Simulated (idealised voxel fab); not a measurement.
Process module under the name voxel self aligned vias
295 nm wide, 5 nm square cells: that's cross-section cut.
Cross-section spec: square-cell grid; bands listed top down; each band is one or more rows.
In this notation a band is specified by the heights of its top and bottom, in that order and in nm, after which its materials appear from left to right, each paired with its width in nm. The word "full width" attached to a single material means that material fills the band from edge to edge; the word "blank" stands for empty space.
Heights are measured from 0, the level below which the as-received wafer is all one material; the lowest band has no bottom and continues downward, written as in "0 and below".
The two numbers in a width such as "30->40" mark its ends across the band: the first belongs to the top row of cells, the second to the bottom row, and from each row to the next the width moves by the same amount.
The designation "remained the same", where it is given for a processing step, indicates that no cell of the cross-section was altered in the course of that step.
Entry "Enclosed empty spaces" = empty spaces >= 8 cells with no open way to the top; each as width x height at distance, distance from left edge, all nm.
Formally, on a step line, whatever follows the settings is a remark that the simulator itself makes on the step.
overlay nm: on a step with a mask, how far right of its planned place the mask lay; negative means left.

# The following list gives the planned process steps
step 1: RECEIVE,material Si
step 2: CONFORMAL_DEP,material SiO2,thk nm 10
step 3: CONFORMAL_DEP,material SiCN,thk nm 5
step 4: DIRECTIONAL_DEP,material SiO2,thk nm 30
step 5: MASKED_ETCH,tone open,mask id LINES,width nm 25,pitch nm 65,etch materials SiO2,depth nm 30,overlay nm 0
step 6: CONFORMAL_DEP,material TiN,thk nm 5
step 7: FILL_DEP,material W,thk nm 10
step 8: CMP,height nm 45
step 9: SELECTIVE_ETCH,etch materials W Ru TiN,depth nm 10
step 10: FILL_DEP,material SiN,thk nm 5
step 11: CMP,height nm 45
step 12: DIRECTIONAL_DEP,material SiO2,thk nm 15
step 13: PATTERN,tone open,mask id VIAS,material resist,width nm 35,pitch nm 130,thk nm 15,overlay nm -15
step 14: DIRECTIONAL_ETCH,etch materials SiO2,depth nm 15
step 15: DIRECTIONAL_ETCH,etch materials SiN,depth nm 10
step 16: STRIP,etch materials resist
step 17: CONFORMAL_DEP,material TiN,thk nm 5
step 18: FILL_DEP,material Ru,thk nm 10
step 19: CMP,height nm 60
step 20: CONFORMAL_DEP,material SiCN,thk nm 5
Wafers differ in overlay nm at step 13; plan lists the first wafer's value; identical starting state.

# As-received state after step 1, first of several wafers, cross-section
	0 and below  Si full width
	Enclosed empty spaces: none

# First wafer of several, cross-section, module end, after step 20 (last)
	65 down to 60  SiCN full width
	60 down to 50  SiO2=50  TiN=5  Ru=25  TiN=5  SiO2=95  TiN=5  Ru=25  TiN=5  SiO2=80
	50 down to 45  SiO2=50  TiN=25  Ru=5  TiN=5  SiO2=95  TiN=25  Ru=5  TiN=5  SiO2=80
	45 down to 40  SiO2=70  TiN=5  Ru=5  TiN=5  SiN=10  SiO2=40  SiN=25  SiO2=40  TiN=5  Ru=5  TiN=5  SiN=10  SiO2=70
	40 down to 35  SiO2=70  TiN=15  SiN=10  SiO2=40  SiN=25  SiO2=40  TiN=15  SiN=10  SiO2=70
	35 down to 20  SiO2=70  TiN=5  W=15  TiN=5  SiO2=40  TiN=5  W=15  TiN=5  SiO2=40  TiN=5  W=15  TiN=5  SiO2=70
	20 down to 15  SiO2=70  TiN=25  SiO2=40  TiN=25  SiO2=40  TiN=25  SiO2=70
	15 down to 10  SiCN full width
	10 down to 0  SiO2 full width
	0 and below  Si full width
	Enclosed empty spaces: none

# Cross-section of the last wafer at end of module
	65 down to 60  SiCN full width
	60 down to 50  SiO2=80  TiN=5  Ru=25  TiN=5  SiO2=95  TiN=5  Ru=25  TiN=5  SiO2=50
	50 down to 45  SiO2=80  TiN=5  Ru=5  TiN=25  SiO2=95  TiN=5  Ru=5  TiN=25  SiO2=50
	45 down to 40  SiO2=70  SiN=10  TiN=5  Ru=5  TiN=5  SiO2=40  SiN=25  SiO2=40  SiN=10  TiN=5  Ru=5  TiN=5  SiO2=70
	40 down to 35  SiO2=70  SiN=10  TiN=15  SiO2=40  SiN=25  SiO2=40  SiN=10  TiN=15  SiO2=70
	35 down to 20  SiO2=70  TiN=5  W=15  TiN=5  SiO2=40  TiN=5  W=15  TiN=5  SiO2=40  TiN=5  W=15  TiN=5  SiO2=70
	20 down to 15  SiO2=70  TiN=25  SiO2=40  TiN=25  SiO2=40  TiN=25  SiO2=70
	15 down to 10  SiCN full width
	10 down to 0  SiO2 full width
	0 and below  Si full width
	Enclosed empty spaces: none

# The rows of the table below are wafers. Looking at the end of the module, a row counts, for every material, the cells the wafer has gained, shown as (+), or lost, shown as (-), since it was received; its closed voids come next
overlay nm -15 | +24 Ru | +118 SiCN | +18 SiN | +517 SiO2 | +63 TiN | +27 W | Enclosed empty spaces: none
overlay nm -10 | +28 Ru | +118 SiCN | +14 SiN | +517 SiO2 | +63 TiN | +27 W | Enclosed empty spaces: none
overlay nm -5 | +32 Ru | +118 SiCN | +10 SiN | +517 SiO2 | +63 TiN | +27 W | Enclosed empty spaces: none
overlay nm 0 | +32 Ru | +118 SiCN | +10 SiN | +517 SiO2 | +63 TiN | +27 W | Enclosed empty spaces: none
overlay nm 5 | +32 Ru | +118 SiCN | +10 SiN | +517 SiO2 | +63 TiN | +27 W | Enclosed empty spaces: none
overlay nm 10 | +28 Ru | +118 SiCN | +14 SiN | +517 SiO2 | +63 TiN | +27 W | Enclosed empty spaces: none
overlay nm 15 | +24 Ru | +118 SiCN | +18 SiN | +517 SiO2 | +63 TiN | +27 W | Enclosed empty spaces: none
